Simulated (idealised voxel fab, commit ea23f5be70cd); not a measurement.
The following process module bears the name voxel ribs on slabs.
Square cell edge 5 nm, section width 275 nm, ID cut.
We lay out every cross-section as a grid of square cells and spell it out in bands from the top down, where one band means one or more rows of cells. The band entry comprises the height of the band's top followed by the height of its bottom, expressed in nm, and subsequently the band's materials from left to right, each stated together with its width in nm. Where a single material is marked with the word "throughout", that material fills the band from edge to edge. The word "air" represents empty space. Heights are reckoned from 0. Under this level, the received wafer is all of one material. The bottommost band is open-ended downward, for example "0..down". The expression "30->40" gives the width at the extremes of the band, the first number at its top row of cells and the second at its bottom row, with the width changing by equal amounts from each row to the next in between. When a step is marked "no modifications", none of the cells in the cross-section changed during that step. "Closed-off voids" contains a list of empty spaces, each no smaller than 8 cells and without an open way to the top, written in the form width x height at distance with the distance from the left edge and all three in nm. It should be noted that, on the line of a given step, the content following the step's settings is a remark produced by the simulator itself with respect to that step. "overlay nm" on a masked step: distance the mask lay right of its planned place, negative for left.

Intended process steps
1: RECEIVE: material Si
2: DIRECTIONAL_DEP: material SiO2, thk nm 25
3: DIRECTIONAL_DEP: material SiN, thk nm 25
4: PATTERN: tone cover, mask id RIB, material resist, width nm 25, thk nm 15, overlay nm 0
5: DIRECTIONAL_ETCH: etch materials SiN, depth nm 20
6: STRIP: etch materials resist
7: MASKED_ETCH: tone cover, mask id SLAB, width nm 85, etch materials SiN, depth nm 5, overlay nm 0
8: FILL_DEP: material SiO2, thk nm 25
9: CMP: height nm 70
10: DIRECTIONAL_DEP: material W, thk nm 5
11: MASKED_ETCH: tone cover, mask id HEATER, width nm 35, etch materials W, depth nm 5, overlay nm 0
12: CONFORMAL_DEP: material SiO2, thk nm 10

Shown in cross-section is the wafer as received, that is, as it stands after step 1
- 0..down = Si throughout
- Closed-off voids: none

One mistake in running the module, otherwise start and plan as above: cross-section at the end
- 80..75 = air 115  SiO2 45  air 115
- 75..70 = SiO2 120  W 35  SiO2 120
- 70..50 = SiO2 throughout
- 50..30 = SiO2 125  SiN 25  SiO2 125
- 30..25 = SiO2 95  SiN 85  SiO2 95
- 25..0 = SiO2 throughout
- 0..down = Si throughout
- Closed-off voids: none
The plan and the run diverged here: step 12 was run on a setting that differed from the plan, and what really ran there is CONFORMAL_DEP: material SiO2, thk nm 5
